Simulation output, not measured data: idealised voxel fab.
Process module, titled voxel plated lines
FYI the section here is cut, 225 nm wide, cells are 5 nm squares.
Throughout this document, each cross-section is represented as a grid of square cells and is presented as a sequence of bands enumerated from the top downward, where a band comprises one or more rows of cells. Quick guide to a band line: top height, bottom height (nm) up front; then every material left to right with its width in nm. Only one material and it's marked "edge to edge"? Then it fills the band edge to edge. And "empty" just means empty space. The reference from which all heights are counted is 0, the level beneath which the as-received wafer is entirely one material; the lowest band, having no lower bound, proceeds downward and is written after the example "top 0, no bottom". When a width is written as two numbers, as in "30..40", the first number is the width in the top row of cells of the band and the second is the width in its bottom row, and the width changes by the same amount from each row to the next. What does "remained unchanged" mean for a step? It means no cell of the cross-section changed in that step. Empty spaces without an open route to the top, at least 8 cells in extent, make up the entry "Sealed-off cavities"; each is given as width x height at distance, where the distance is measured from the left edge, and all are in nm. On a step's line, text after the settings is the simulator commenting on that step. The setting "overlay nm" may be written on the line of a step. When the step uses a mask, the value reports how far to the right of the planned place the mask lay, and a negative value reports that it lay to the left.

**Set out below are the planned steps of the process**
- 1: RECEIVE, material Si
- 2: CONFORMAL_DEP, material Al2O3, thk nm 5
- 3: DIRECTIONAL_DEP, material TiN, thk nm 5
- 4: PATTERN, tone open, mask id LINES, material resist, width nm 20, pitch nm 35, thk nm 40, overlay nm 0
- 5: EPI, material Ru, thk nm 5
- 6: EPI, material Ru, thk nm 10
- 7: EPI, material Ru, thk nm 5
- 8: STRIP, etch materials resist
- 9: DIRECTIONAL_ETCH, etch materials TiN, depth nm 5
- 10: CONFORMAL_DEP, material SiN, thk nm 5

**The following pertains to the first of two wafers, which was processed as planned**

**Received-state cross-section, reflecting completion of step 1**
  top 0, no bottom  Si edge to edge
  Sealed-off cavities: none

**Cross-section: wafer state after step 2**
  top 5, bottom 0  Al2O3 edge to edge
  Below a height of 0, the structure has not been altered.

**Cross-section: wafer state after step 3**
  top 10, bottom 5  TiN edge to edge
  Below a height of 5, the structure has not been altered.

**Cross-section: wafer state after step 4**
  top 50, bottom 10  resist 50 nm / empty 20 nm / resist 15 nm / empty 20 nm / resist 15 nm / empty 20 nm / resist 15 nm / empty 20 nm / resist 50 nm
  Below a height of 10, the structure has not been altered.

**Cross-section: wafer state after step 5**
  top 50, bottom 15  resist 50 nm / empty 20 nm / resist 15 nm / empty 20 nm / resist 15 nm / empty 20 nm / resist 15 nm / empty 20 nm / resist 50 nm
  top 15, bottom 10  resist 50 nm / Ru 20 nm / resist 15 nm / Ru 20 nm / resist 15 nm / Ru 20 nm / resist 15 nm / Ru 20 nm / resist 50 nm
  Below a height of 10, the structure has not been altered.

**Cross-section: wafer state after step 6**
  top 50, bottom 25  resist 50 nm / empty 20 nm / resist 15 nm / empty 20 nm / resist 15 nm / empty 20 nm / resist 15 nm / empty 20 nm / resist 50 nm
  top 25, bottom 10  resist 50 nm / Ru 20 nm / resist 15 nm / Ru 20 nm / resist 15 nm / Ru 20 nm / resist 15 nm / Ru 20 nm / resist 50 nm
  Below a height of 10, the structure has not been altered.

**Cross-section: wafer state after step 7**
  top 50, bottom 30  resist 50 nm / empty 20 nm / resist 15 nm / empty 20 nm / resist 15 nm / empty 20 nm / resist 15 nm / empty 20 nm / resist 50 nm
  top 30, bottom 10  resist 50 nm / Ru 20 nm / resist 15 nm / Ru 20 nm / resist 15 nm / Ru 20 nm / resist 15 nm / Ru 20 nm / resist 50 nm
  Below a height of 10, the structure has not been altered.

**Cross-section: wafer state after step 8**
  top 30, bottom 10  empty 50 nm / Ru 20 nm / empty 15 nm / Ru 20 nm / empty 15 nm / Ru 20 nm / empty 15 nm / Ru 20 nm / empty 50 nm
  Below a height of 10, the structure has not been altered.

**Cross-section: wafer state after step 9**
  top 30, bottom 10  empty 50 nm / Ru 20 nm / empty 15 nm / Ru 20 nm / empty 15 nm / Ru 20 nm / empty 15 nm / Ru 20 nm / empty 50 nm
  top 10, bottom 5  empty 50 nm / TiN 20 nm / empty 15 nm / TiN 20 nm / empty 15 nm / TiN 20 nm / empty 15 nm / TiN 20 nm / empty 50 nm
  Below a height of 5, the structure has not been altered.

**Cross-section: wafer state after step 10**
  top 35, bottom 30  empty 45 nm / SiN 30 nm / empty 5 nm / SiN 30 nm / empty 5 nm / SiN 30 nm / empty 5 nm / SiN 30 nm / empty 45 nm
  top 30, bottom 10  empty 45 nm / SiN 5 nm / Ru 20 nm / SiN 5 nm / empty 5 nm / SiN 5 nm / Ru 20 nm / SiN 5 nm / empty 5 nm / SiN 5 nm / Ru 20 nm / SiN 5 nm / empty 5 nm / SiN 5 nm / Ru 20 nm / SiN 5 nm / empty 45 nm
  top 10, bottom 5  SiN 50 nm / TiN 20 nm / SiN 15 nm / TiN 20 nm / SiN 15 nm / TiN 20 nm / SiN 15 nm / TiN 20 nm / SiN 50 nm
  Below a height of 5, the structure has not been altered.

**The Second Wafer: Common Origin and Plan, One Mistake in Execution, Identical to the First Through Step 1**

**Second wafer at the planned finish of step 2, seen in cross-section**
  top 5, bottom 0  TiN edge to edge
  Below a height of 0, the structure has not been altered.

**Second wafer at the planned finish of step 3, seen in cross-section**
  top 10, bottom 5  Al2O3 edge to edge
  Below a height of 5, the structure has not been altered.

**Second wafer at the planned finish of step 4, seen in cross-section**
  top 50, bottom 10  resist 50 nm / empty 20 nm / resist 15 nm / empty 20 nm / resist 15 nm / empty 20 nm / resist 15 nm / empty 20 nm / resist 50 nm
  Below a height of 10, the structure has not been altered.

Second wafer at the planned finish of step 5, seen in cross-section: remained unchanged

Second wafer at the planned finish of step 6, seen in cross-section: remained unchanged

Second wafer at the planned finish of step 7, seen in cross-section: remained unchanged

**Second wafer at the planned finish of step 8, seen in cross-section**
  top 10, bottom 5  Al2O3 edge to edge
  Below a height of 5, the structure has not been altered.

Second wafer at the planned finish of step 9, seen in cross-section: remained unchanged

**Second wafer at the planned finish of step 10, seen in cross-section**
  top 15, bottom 10  SiN edge to edge
  Below a height of 10, the structure has not been altered.
What broke from the plan during processing? the processing plan was not followed for steps 2 and 3, which were run with their positions exchanged
Bottom line after processing is that, in cells, the second wafer is up or down on some materials versus the first: -64 Ru | -40 SiN | +29 TiN
